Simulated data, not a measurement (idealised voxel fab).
The document below concerns the process module designated voxel wiring stack.
Each square cell in cross-section cut measures 5 nm, and the section as a whole is 275 nm wide.
Bands, listed from the top down, are how a cross-section gets written in this document; the cross-section itself is a grid of square cells, and a band is one or more rows of them.
Each band's line starts with the height of the band's top and of its bottom, in nm. Then come its materials from left to right, each with its width in nm. One material with "all across" fills the band from edge to edge. "empty" is empty space.
Heights are expressed relative to 0, this being the level below which the as-received wafer comprises one material exclusively. The lowest band is unbounded in the downward direction and is denoted as in "top 0, no bottom".
It should be noted that a width expressed as "30 to 40" varies in equal increments from row to row of cells within the band, taking the value of the first number at the top row and that of the second number at the bottom row.
Where the words "no modification" appear for a step, the cross-section shows no cell changed by that step; every cell remained as before.
Empty spaces without an open route to the top, at least 8 cells in extent, make up the entry "Sealed internal cavities"; each is given as width x height at distance, where the distance is measured from the left edge, and all are in nm.
Read whatever lies past the settings on a step's line as the simulator's own remark about the step.
The optional step-line setting "overlay nm" applies to steps with a mask and quantifies how far to the right of its planned location the mask lay, a negative value indicating leftward placement.

# The following list gives the planned process steps
1: RECEIVE,material Si
2: CONFORMAL_DEP,material SiO2,thk nm 15
3: DIRECTIONAL_DEP,material TiN,thk nm 5
4: DIRECTIONAL_DEP,material Ru,thk nm 15
5: DIRECTIONAL_DEP,material aC,thk nm 15
6: PATTERN,tone cover,mask id METAL_1,material resist,width nm 25,pitch nm 40,thk nm 35,overlay nm -15
7: DIRECTIONAL_ETCH,etch materials aC,depth nm 15
8: STRIP,etch materials resist
9: DIRECTIONAL_ETCH,etch materials Ru,depth nm 15
10: DIRECTIONAL_ETCH,etch materials TiN,depth nm 5
11: STRIP,etch materials aC
12: FILL_DEP,material lowk,thk nm 5
13: CMP,height nm 35
14: CONFORMAL_DEP,material SiCN,thk nm 5
15: DIRECTIONAL_DEP,material lowk,thk nm 15
16: DIRECTIONAL_DEP,material aC,thk nm 15
17: PATTERN,tone open,mask id PLUG_1,material resist,width nm 15,pitch nm 40,thk nm 35,overlay nm 0
18: DIRECTIONAL_ETCH,etch materials aC,depth nm 15
19: STRIP,etch materials resist
20: DIRECTIONAL_ETCH,etch materials lowk,depth nm 15
21: DIRECTIONAL_ETCH,etch materials SiCN,depth nm 5
22: STRIP,etch materials aC
23: EPI,material Ru,thk nm 10
24: EPI,material Ru,thk nm 10
25: CONFORMAL_DEP,material SiN,thk nm 5
26: DIRECTIONAL_DEP,material SiO2,thk nm 15
27: MASKED_ETCH,tone open,mask id METAL_2,width nm 25,pitch nm 40,etch materials SiO2,depth nm 15,overlay nm 0
28: MASKED_ETCH,tone open,mask id METAL_2,width nm 25,pitch nm 40,etch materials SiN,depth nm 5,overlay nm 0
29: CONFORMAL_DEP,material TiN,thk nm 5
30: FILL_DEP,material Cu,thk nm 5
31: CMP,height nm 75
32: EPI,material Ru,thk nm 5
33: FILL_DEP,material SiCN,thk nm 5
34: DIRECTIONAL_DEP,material SiO2,thk nm 35
35: MASKED_ETCH,tone open,mask id METAL_3,width nm 25,pitch nm 40,etch materials SiO2,depth nm 20,overlay nm 0
36: DIRECTIONAL_DEP,material aC,thk nm 10
37: PATTERN,tone open,mask id METAL_3_HOLES,material resist,width nm 15,pitch nm 80,thk nm 30,overlay nm 0
38: DIRECTIONAL_ETCH,etch materials aC,depth nm 10
39: STRIP,etch materials resist
40: DIRECTIONAL_ETCH,etch materials SiO2,depth nm 15
41: DIRECTIONAL_ETCH,etch materials SiCN,depth nm 5
42: STRIP,etch materials aC
43: CONFORMAL_DEP,material TiN,thk nm 5
44: FILL_DEP,material Cu,thk nm 5
45: CMP,height nm 120
46: CONFORMAL_DEP,material SiN,thk nm 5
Be aware that, although all wafers share a common starting state, the overlay nm at step 6 differs among them, and the plan displays the first wafer's value.

# Cross-section of the first of several wafers on receipt, reflecting completion of step 1
    top 0, no bottom  Si all across
    Sealed internal cavities: none

# Per-wafer rows below. For each material: cells gained (+) or lost (-) since the wafer was received, as of end of module. Then: closed voids
overlay nm -15, +80 Cu, +136 Ru, +119 SiCN, +90 SiN, +557 SiO2, +124 TiN, +269 lowk, Sealed internal cavities: none
overlay nm -10, +80 Cu, +136 Ru, +119 SiCN, +90 SiN, +557 SiO2, +124 TiN, +269 lowk, Sealed internal cavities: none
overlay nm -5, +80 Cu, +136 Ru, +119 SiCN, +90 SiN, +557 SiO2, +124 TiN, +269 lowk, Sealed internal cavities: none
overlay nm 0, +80 Cu, +136 Ru, +119 SiCN, +90 SiN, +557 SiO2, +124 TiN, +269 lowk, Sealed internal cavities: none
overlay nm 5, +80 Cu, +136 Ru, +119 SiCN, +90 SiN, +557 SiO2, +124 TiN, +269 lowk, Sealed internal cavities: none
overlay nm 10, +80 Cu, +136 Ru, +119 SiCN, +90 SiN, +557 SiO2, +124 TiN, +269 lowk, Sealed internal cavities: none
overlay nm 15, +80 Cu, +88 Ru, +119 SiCN, +122 SiN, +557 SiO2, +140 TiN, +269 lowk, Sealed internal cavities: none
